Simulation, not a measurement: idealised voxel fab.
process module | voxel released beams
The figure presents cross-section cut, which has a width of 255 nm and is divided into square cells with an edge length of 5 nm.
Just so we're on the same page, the cross-sections are grids of square cells, and they're listed out in bands top to bottom, each band one or more rows deep. Look at the band entry: it leads with the top's height and the bottom's height in nm. Then it lists the materials left to right, with a width in nm for each. The word "all across" on a single material says that material fills the band edge to edge. The word "empty" is empty space. The level at which height equals 0 is the one under which the wafer, as it arrives, is entirely one material. No lower edge exists for the bottom band, which continues downward and is notated as in "top 0, no bottom". It should be noted that a width expressed as "30 to 40" varies in equal increments from row to row of cells within the band, taking the value of the first number at the top row and that of the second number at the bottom row. For the purposes of this document, the phrase "no alterations made" attached to a step denotes that no cell within the cross-section was modified by that step. What "Sealed cavities" gives you is every empty space of 8 cells or more that is cut off from the top. Each appears as width x height at distance, with the distance taken from the left edge and width, height and distance all in nm. Anything after a step's settings on that line? It's the simulator's own note about the step. For masked steps, "overlay nm" on the step line gives how far right of plan the mask actually lay; a minus sign means it lay to the left.

## The steps planned for the process are as follows
| 1 | RECEIVE | material Si |
| 2 | CONFORMAL_DEP | material SiN | thk nm 5 |
| 3 | DIRECTIONAL_DEP | material SiO2 | thk nm 20 |
| 4 | MASKED_ETCH | tone open | mask id ANCHOR | width nm 40 | etch materials SiO2 | depth nm 20 | overlay nm 0 |
| 5 | CONFORMAL_DEP | material TiN | thk nm 15 |
| 6 | DIRECTIONAL_DEP | material aC | thk nm 10 |
| 7 | PATTERN | tone cover | mask id BEAM | material resist | width nm 85 | thk nm 25 | overlay nm 0 |
| 8 | DIRECTIONAL_ETCH | etch materials aC | depth nm 10 |
| 9 | STRIP | etch materials resist |
| 10 | DIRECTIONAL_ETCH | etch materials TiN | depth nm 15 |
| 11 | STRIP | etch materials aC |
| 12 | STRIP | etch materials SiO2 |

## Here's what the wafer looked like in cross-section when it arrived - that's after step 1
* top 0, no bottom: Si all across
* Sealed cavities: none

## The first of two wafers, cross-sectioned at the end of the module, with the run proceeding as planned
* top 40, bottom 25: 80 of empty  20 of TiN  10 of empty  55 of TiN  90 of empty
* top 25, bottom 20: 85 of empty  15 of TiN  10 of empty  15 of TiN  130 of empty
* top 20, bottom 5: 85 of empty  40 of TiN  130 of empty
* top 5, bottom 0: SiN all across
* top 0, no bottom: Si all across
* Sealed cavities: none

## Cross-sectional view of the second of two wafers upon completion of the module. This wafer shared its starting condition and process plan with the first; one error was made during its execution
* top 40, bottom 25: 80 of empty  85 of TiN  90 of empty
* top 25, bottom 5: TiN all across
* top 5, bottom 0: SiN all across
* top 0, no bottom: Si all across
* Sealed cavities: none
Processing error: planned and actual differ for step 3; actual: DIRECTIONAL_DEP | material TiN | thk nm 20
Wrapping up, a cell-based count of both wafers puts the second over or under the first for these materials: TiN: 180 more
